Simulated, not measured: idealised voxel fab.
process module | voxel wiring stack
cross-section cut | 245 nm wide | cells 5 nm
A cross-section is a grid of square cells, given in bands from the top down. A band is one or more rows of cells.
Each band's line starts with the height of the band's top and of its bottom, in nm. Then come its materials from left to right, each with its width in nm. One material with "throughout" fills the band from edge to edge. "air" is empty space.
Height 0 is the level under which the wafer as received is all one material. The lowest band goes on downwards, as in "0 down".
A width such as "30 to 40" changes by the same amount from each row of cells to the next, from the band's top row to its bottom row.
"no change" after a step means that no cell of the cross-section changed.
closed voids: empty space of 8 cells or more with no open way to the top, each as width x height at its distance from the left edge, in nm
after a step's settings: what the simulator itself notes on the step
overlay nm, on a step with a mask: how far to the right of its planned place the mask lay; to the left if negative
plan
1 op RECEIVE | material Si
2 op CONFORMAL_DEP | material SiO2 | thk nm 10
3 op DIRECTIONAL_DEP | material TiN | thk nm 5
4 op DIRECTIONAL_DEP | material Ru | thk nm 20
5 op PATTERN | tone cover | mask id METAL_1 | material resist | width nm 20 | pitch nm 35 | thk nm 15 | overlay nm 0
6 op DIRECTIONAL_ETCH | etch materials Ru | depth nm 20
7 op DIRECTIONAL_ETCH | etch materials TiN | depth nm 5
8 op STRIP | etch materials resist
9 op CONFORMAL_DEP | material SiN | thk nm 5
10 op FILL_DEP | material SiO2 | thk nm 5
11 op CMP | height nm 35
12 op CONFORMAL_DEP | material SiCN | thk nm 5
13 op DIRECTIONAL_DEP | material SiO2 | thk nm 20
14 op DIRECTIONAL_DEP | material aC | thk nm 15
15 op PATTERN | tone open | mask id PLUG_1 | material resist | width nm 15 | pitch nm 70 | thk nm 30 | overlay nm 0
16 op DIRECTIONAL_ETCH | etch materials aC | depth nm 15
17 op STRIP | etch materials resist
18 op DIRECTIONAL_ETCH | etch materials SiO2 | depth nm 20
19 op DIRECTIONAL_ETCH | etch materials SiCN | depth nm 5
20 op STRIP | etch materials aC
21 op EPI | material Ru | thk nm 10
22 op EPI | material Ru | thk nm 10
23 op EPI | material Ru | thk nm 5
24 op DIRECTIONAL_DEP | material TiN | thk nm 5
25 op DIRECTIONAL_DEP | material Ru | thk nm 20
26 op MASKED_ETCH | tone cover | mask id METAL_2 | width nm 20 | pitch nm 35 | etch materials Ru | depth nm 20 | overlay nm 0
27 op MASKED_ETCH | tone cover | mask id METAL_2 | width nm 20 | pitch nm 35 | etch materials TiN | depth nm 5 | overlay nm 0
28 op FILL_DEP | material SiO2 | thk nm 10
29 op CMP | height nm 85
30 op CONFORMAL_DEP | material SiCN | thk nm 5
31 op DIRECTIONAL_DEP | material SiO2 | thk nm 15
32 op MASKED_ETCH | tone open | mask id PLUG_2 | width nm 15 | pitch nm 35 | etch materials SiO2 | depth nm 15 | overlay nm 0
33 op MASKED_ETCH | tone open | mask id PLUG_2 | width nm 15 | pitch nm 35 | etch materials SiCN | depth nm 5 | overlay nm 0
34 op CONFORMAL_DEP | material TiN | thk nm 5
35 op FILL_DEP | material W | thk nm 5
36 op CMP | height nm 105
37 op DIRECTIONAL_DEP | material TiN | thk nm 5
38 op DIRECTIONAL_DEP | material W | thk nm 25
39 op PATTERN | tone cover | mask id METAL_3 | material resist | width nm 20 | pitch nm 35 | thk nm 20 | overlay nm 0
40 op DIRECTIONAL_ETCH | etch materials W | depth nm 25
41 op DIRECTIONAL_ETCH | etch materials TiN | depth nm 5
42 op STRIP | etch materials resist
43 op FILL_DEP | material SiO2 | thk nm 5
44 op CMP | height nm 135
45 op CONFORMAL_DEP | material SiN | thk nm 5
as received, after step 1
  0 down: Si throughout
  closed voids: none
first wafer at the end, as planned
  140 to 135: SiN throughout
  135 to 110: SiO2 60 | W 20 | SiO2 15 | W 20 | SiO2 15 | W 20 | SiO2 15 | W 20 | SiO2 60
  110 to 105: SiO2 60 | TiN 20 | SiO2 15 | TiN 20 | SiO2 15 | TiN 20 | SiO2 15 | TiN 20 | SiO2 60
  105 to 90: SiO2 60 | TiN 5 | W 5 | TiN 5 | SiO2 20 | TiN 5 | W 5 | TiN 5 | SiO2 20 | TiN 5 | W 5 | TiN 5 | SiO2 20 | TiN 5 | W 5 | TiN 5 | SiO2 65
  90 to 85: SiCN 60 | TiN 15 | SiCN 20 | TiN 15 | SiCN 20 | TiN 15 | SiCN 20 | TiN 15 | SiCN 65
  85 to 65: SiO2 60 | Ru 20 | SiO2 15 | Ru 20 | SiO2 15 | Ru 20 | SiO2 15 | Ru 20 | SiO2 60
  65 to 60: SiO2 60 | TiN 20 | SiO2 15 | TiN 20 | SiO2 15 | TiN 20 | SiO2 15 | TiN 20 | SiO2 60
  60 to 40: SiO2 60 | Ru 15 | SiO2 55 | Ru 15 | SiO2 100
  40 to 35: SiCN 60 | Ru 15 | SiCN 55 | Ru 15 | SiCN 100
  35 to 15: SiO2 55 | SiN 5 | Ru 20 | SiN 5 | SiO2 5 | SiN 5 | Ru 20 | SiN 5 | SiO2 5 | SiN 5 | Ru 20 | SiN 5 | SiO2 5 | SiN 5 | Ru 20 | SiN 5 | SiO2 55
  15 to 10: SiN 60 | TiN 20 | SiN 15 | TiN 20 | SiN 15 | TiN 20 | SiN 15 | TiN 20 | SiN 60
  10 to 0: SiO2 throughout
  0 down: Si throughout
  closed voids: none
second wafer at the end: like start, like plan, one mistake
  140 to 135: SiN throughout
  135 to 110: SiO2 60 | W 20 | SiO2 15 | W 20 | SiO2 15 | W 20 | SiO2 15 | W 20 | SiO2 60
  110 to 105: SiO2 60 | TiN 20 | SiO2 15 | TiN 20 | SiO2 15 | TiN 20 | SiO2 15 | TiN 20 | SiO2 60
  105 to 90: W throughout
  90 to 85: SiCN throughout
  85 to 65: SiO2 60 | Ru 20 | SiO2 15 | Ru 20 | SiO2 15 | Ru 20 | SiO2 15 | Ru 20 | SiO2 60
  65 to 60: SiO2 60 | TiN 20 | SiO2 15 | TiN 20 | SiO2 15 | TiN 20 | SiO2 15 | TiN 20 | SiO2 60
  60 to 40: SiO2 60 | Ru 15 | SiO2 55 | Ru 15 | SiO2 100
  40 to 35: SiCN 60 | Ru 15 | SiCN 55 | Ru 15 | SiCN 100
  35 to 15: SiO2 55 | SiN 5 | Ru 20 | SiN 5 | SiO2 5 | SiN 5 | Ru 20 | SiN 5 | SiO2 5 | SiN 5 | Ru 20 | SiN 5 | SiO2 5 | SiN 5 | Ru 20 | SiN 5 | SiO2 55
  15 to 10: SiN 60 | TiN 20 | SiN 15 | TiN 20 | SiN 15 | TiN 20 | SiN 15 | TiN 20 | SiN 60
  10 to 0: SiO2 throughout
  0 down: Si throughout
  closed voids: none
what went wrong: step 31 ran as: op DIRECTIONAL_DEP | material W | thk nm 15
at the end the second wafer has, in cells: 12 more of SiCN | 111 fewer of SiO2 | 36 fewer of TiN | 135 more of W
